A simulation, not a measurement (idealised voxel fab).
Proc. module: voxel self aligned vias
Section shown: cut. Width: 185 nm. Cell size: 5 nm, square.
Cross-sections here: square-cell grids, written as top-down lists of bands, a band being one or more rows of cells.
Heads up on the band format: heights come first, top then bottom, in nm. After that it's the materials left to right, each with its width in nm. A single material flagged "all across" fills the whole band edge to edge, and "empty" means there's empty space there.
Measure heights from 0. That's the level where, below it, the as-received wafer is all one material. The lowest band is bottomless and extends downward; write it as in "0 and below".
The width entry "30..40" should be interpreted row by row: the top row of cells in the band takes the first number, the bottom row takes the second number, and the change between adjacent rows is uniform throughout.
Step marked "remained the same"? Then no cell in the cross-section changed in it.
In "Tabulated closed voids" the enclosed voids are listed, meaning empty spaces of 8 cells or larger without any opening to the top. The form is width x height at distance, distance from the left edge, units nm.
The remark found on a step's line after its settings is issued by the simulator itself and pertains to that step.
The line of a step may include "overlay nm". On a step with a mask, this value is how far to the right of its planned place the mask lay. A negative value means the mask lay to the left.
These are the steps we planned for the process
1: RECEIVE,material Si
2: CONFORMAL_DEP,material SiO2,thk nm 15
3: CONFORMAL_DEP,material SiCN,thk nm 5
4: DIRECTIONAL_DEP,material SiO2,thk nm 30
5: DIRECTIONAL_DEP,material aC,thk nm 15
6: PATTERN,tone open,mask id LINES,material resist,width nm 30,pitch nm 70,thk nm 30,overlay nm 0
7: DIRECTIONAL_ETCH,etch materials aC,depth nm 15
8: STRIP,etch materials resist
9: DIRECTIONAL_ETCH,etch materials SiO2,depth nm 30
10: STRIP,etch materials aC
11: CONFORMAL_DEP,material TiN,thk nm 5
12: FILL_DEP,material W,thk nm 10
13: CMP,height nm 50
14: SELECTIVE_ETCH,etch materials W Ru TiN,depth nm 5
15: FILL_DEP,material SiN,thk nm 5
16: CMP,height nm 50
17: DIRECTIONAL_DEP,material SiO2,thk nm 15
18: MASKED_ETCH,tone open,mask id VIAS,width nm 40,pitch nm 70,etch materials SiO2,depth nm 15,overlay nm -15
19: MASKED_ETCH,tone open,mask id VIAS,width nm 40,pitch nm 70,etch materials SiN,depth nm 5,overlay nm 0
20: CONFORMAL_DEP,material TiN,thk nm 5
21: FILL_DEP,material W,thk nm 5
22: CMP,height nm 65
23: CONFORMAL_DEP,material SiCN,thk nm 5
Variable across wafers: step 18 overlay nm (plan value is that of the first wafer; starting state common to all).
The first of several wafers as received, shown in cross-section; this is its state after step 1
  0 and below  Si all across
  Tabulated closed voids: none
Module finished, last step 23 done: cross-section of the first of several wafers
  70 down to 65  SiCN all across
  65 down to 55  SiO2: 20, TiN: 5, W: 30, TiN: 5, SiO2: 30, TiN: 5, W: 30, TiN: 5, SiO2: 55
  55 down to 50  SiO2: 20, TiN: 25, W: 10, TiN: 5, SiO2: 30, TiN: 25, W: 10, TiN: 5, SiO2: 55
  50 down to 45  SiO2: 40, TiN: 20, SiN: 10, SiO2: 40, TiN: 20, SiN: 10, SiO2: 45
  45 down to 25  SiO2: 40, TiN: 5, W: 20, TiN: 5, SiO2: 40, TiN: 5, W: 20, TiN: 5, SiO2: 45
  25 down to 20  SiO2: 40, TiN: 30, SiO2: 40, TiN: 30, SiO2: 45
  20 down to 15  SiCN all across
  15 down to 0  SiO2 all across
  0 and below  Si all across
  Tabulated closed voids: none
Cross-section of the final wafer among several, taken at the end of the module
  70 down to 65  SiCN all across
  65 down to 55  SiO2: 50, TiN: 5, W: 30, TiN: 5, SiO2: 30, TiN: 5, W: 30, TiN: 5, SiO2: 25
  55 down to 50  SiO2: 50, TiN: 5, W: 10, TiN: 25, SiO2: 30, TiN: 5, W: 10, TiN: 25, SiO2: 25
  50 down to 45  SiO2: 40, SiN: 10, TiN: 20, SiO2: 40, SiN: 10, TiN: 20, SiO2: 45
  45 down to 25  SiO2: 40, TiN: 5, W: 20, TiN: 5, SiO2: 40, TiN: 5, W: 20, TiN: 5, SiO2: 45
  25 down to 20  SiO2: 40, TiN: 30, SiO2: 40, TiN: 30, SiO2: 45
  20 down to 15  SiCN all across
  15 down to 0  SiO2 all across
  0 and below  Si all across
  Tabulated closed voids: none
Per-wafer rows below. For each material: cells gained (+) or lost (-) since the wafer was received, as of end of module. Then: closed voids
overlay nm -15, +74 SiCN, +4 SiN, +324 SiO2, +56 TiN, +60 W, Tabulated closed voids: none
overlay nm -10, +74 SiCN, +2 SiN, +324 SiO2, +56 TiN, +62 W, Tabulated closed voids: none
overlay nm -5, +74 SiCN, +324 SiO2, +56 TiN, +64 W, Tabulated closed voids: none
overlay nm 0, +74 SiCN, +324 SiO2, +56 TiN, +64 W, Tabulated closed voids: none
overlay nm 5, +74 SiCN, +324 SiO2, +56 TiN, +64 W, Tabulated closed voids: none
overlay nm 10, +74 SiCN, +2 SiN, +324 SiO2, +56 TiN, +62 W, Tabulated closed voids: none
overlay nm 15, +74 SiCN, +4 SiN, +324 SiO2, +56 TiN, +60 W, Tabulated closed voids: none
